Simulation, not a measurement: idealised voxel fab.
voxel transistor to metal: a process module
Shown is cross-section cut, with a width of 170 nm and square cells of size 5 nm.
Cross-section, as written here: a square-cell grid given band by band from the top down, where a band holds one or more rows of cells. Read a band's entry like this: the first values are the height of its top and the height of its bottom in nm, and what follows is the sequence of materials from left to right, each with its width in nm. Note that "empty" is empty space, and that a single material marked "edge to edge" reaches across the band from edge to edge. Note: height 0 marks the level under which the wafer is uniformly one material as received. Lowest band unbounded below, written "0 down". Quick explanation for "30 to 40": the width changes in equal steps down the rows of cells, from the first number in the band's top row to the second number in its bottom row. "everything unchanged" for a step: no cell of the cross-section changed in that step. Voids not open to the top, 8 cells minimum: see "Enclosed void listing". Written width x height at distance; distance is from the left edge; nm. Read whatever lies past the settings on a step's line as the simulator's own remark about the step. overlay nm: on a step with a mask, how far right of its planned place the mask lay; negative means left.

Listed below are the process steps as planned
1. op RECEIVE | material Si
2. op CONFORMAL_DEP | material SiO2 | thk nm 5
3. op CONFORMAL_DEP | material SiN | thk nm 15
4. op MASKED_ETCH | tone cover | mask id ACTIVE | width nm 95 | etch materials SiN | depth nm 15 | overlay nm 0
5. op MASKED_ETCH | tone cover | mask id ACTIVE | width nm 95 | etch materials SiO2 | depth nm 5 | overlay nm 0
6. op MASKED_ETCH | tone cover | mask id ACTIVE | width nm 95 | etch materials Si | depth nm 20 | overlay nm 0
7. op OXIDIZE | depth nm 5
8. op FILL_DEP | material SiO2 | thk nm 15
9. op CMP | height nm 20
10. op SELECTIVE_ETCH | etch materials SiO2 | depth nm 10
11. op STRIP | etch materials SiN
12. op SELECTIVE_ETCH | etch materials SiO2 | depth nm 5
13. op OXIDIZE | depth nm 5
14. op DIRECTIONAL_DEP | material polySi | thk nm 30
15. op DIRECTIONAL_DEP | material SiCN | thk nm 10
16. op PATTERN | tone cover | mask id GATE | material resist | width nm 15 | thk nm 20 | overlay nm 0
17. op DIRECTIONAL_ETCH | etch materials SiCN | depth nm 20
18. op DIRECTIONAL_ETCH | etch materials polySi | depth nm 40
19. op STRIP | etch materials resist
20. op CONFORMAL_DEP | material SiN | thk nm 10
21. op DIRECTIONAL_ETCH | etch materials SiN | depth nm 10
22. op DIRECTIONAL_ETCH | etch materials SiO2 | depth nm 5
23. op DIRECTIONAL_ETCH | etch materials Si | depth nm 5
24. op EPI | material pSi | thk nm 10
25. op FILL_DEP | material SiO2 | thk nm 5
26. op CMP | height nm 40
27. op DIRECTIONAL_DEP | material SiO2 | thk nm 15
28. op MASKED_ETCH | tone open | mask id CONTACT | width nm 15 | pitch nm 60 | etch materials SiO2 | depth nm 55 | overlay nm 0
29. op CONFORMAL_DEP | material TiN | thk nm 5
30. op FILL_DEP | material Ru | thk nm 10
31. op CMP | height nm 55
32. op CONFORMAL_DEP | material SiN | thk nm 5
33. op DIRECTIONAL_DEP | material SiO2 | thk nm 25
34. op PATTERN | tone open | mask id METAL_1 | material resist | width nm 15 | pitch nm 60 | thk nm 15 | overlay nm 0
35. op DIRECTIONAL_ETCH | etch materials SiO2 | depth nm 25
36. op DIRECTIONAL_ETCH | etch materials SiN | depth nm 5
37. op STRIP | etch materials resist
38. op CONFORMAL_DEP | material TiN | thk nm 5
39. op FILL_DEP | material Cu | thk nm 5
40. op CMP | height nm 85
41. op CONFORMAL_DEP | material SiCN | thk nm 5

Wafer as received: cross-section following step 1
	0 down = Si edge to edge
	Enclosed void listing: none

Figure: cross-sectional view of the wafer upon completion of the module, processed from the initial state and according to the plan depicted above, with one error introduced during execution
	90 to 85 = SiCN edge to edge
	85 to 60 = 45 of SiO2 / 5 of TiN / 5 of Ru / 5 of TiN / 45 of SiO2 / 5 of TiN / 5 of Ru / 5 of TiN / 50 of SiO2
	60 to 55 = 45 of SiN / 15 of TiN / 45 of SiN / 15 of TiN / 50 of SiN
	55 to 40 = 45 of SiO2 / 5 of TiN / 5 of Ru / 5 of TiN / 45 of SiO2 / 5 of TiN / 5 of Ru / 5 of TiN / 50 of SiO2
	40 to 30 = 45 of SiO2 / 5 of TiN / 5 of Ru / 5 of TiN / 5 of SiO2 / 10 of SiN / 15 of SiCN / 10 of SiN / 5 of SiO2 / 5 of TiN / 5 of Ru / 5 of TiN / 50 of SiO2
	30 to 10 = 45 of SiO2 / 5 of TiN / 5 of Ru / 5 of TiN / 5 of SiO2 / 10 of SiN / 15 of polySi / 10 of SiN / 5 of SiO2 / 5 of TiN / 5 of Ru / 5 of TiN / 50 of SiO2
	10 to 5 = 45 of SiO2 / 15 of TiN / 5 of SiO2 / 10 of SiN / 15 of polySi / 10 of SiN / 5 of SiO2 / 15 of TiN / 50 of SiO2
	5 to 0 = 30 of SiO2 / 10 of SiN / 5 of SiO2 / 10 of TiN / 10 of pSi / 10 of SiN / 15 of polySi / 10 of SiN / 10 of pSi / 10 of TiN / 5 of SiO2 / 10 of SiN / 35 of SiO2
	0 to -5 = 40 of SiO2 / 25 of pSi / 35 of SiO2 / 25 of pSi / 45 of SiO2
	-5 to -10 = 40 of SiO2 / 25 of pSi / 35 of Si / 25 of pSi / 45 of SiO2
	-10 to -25 = 40 of SiO2 / 85 of Si / 45 of SiO2
	-25 down = Si edge to edge
	Enclosed void listing: none
Short version of what went wrong: heads up, step 39 didn't go per plan, it actually ran as op FILL_DEP | material Ru | thk nm 5
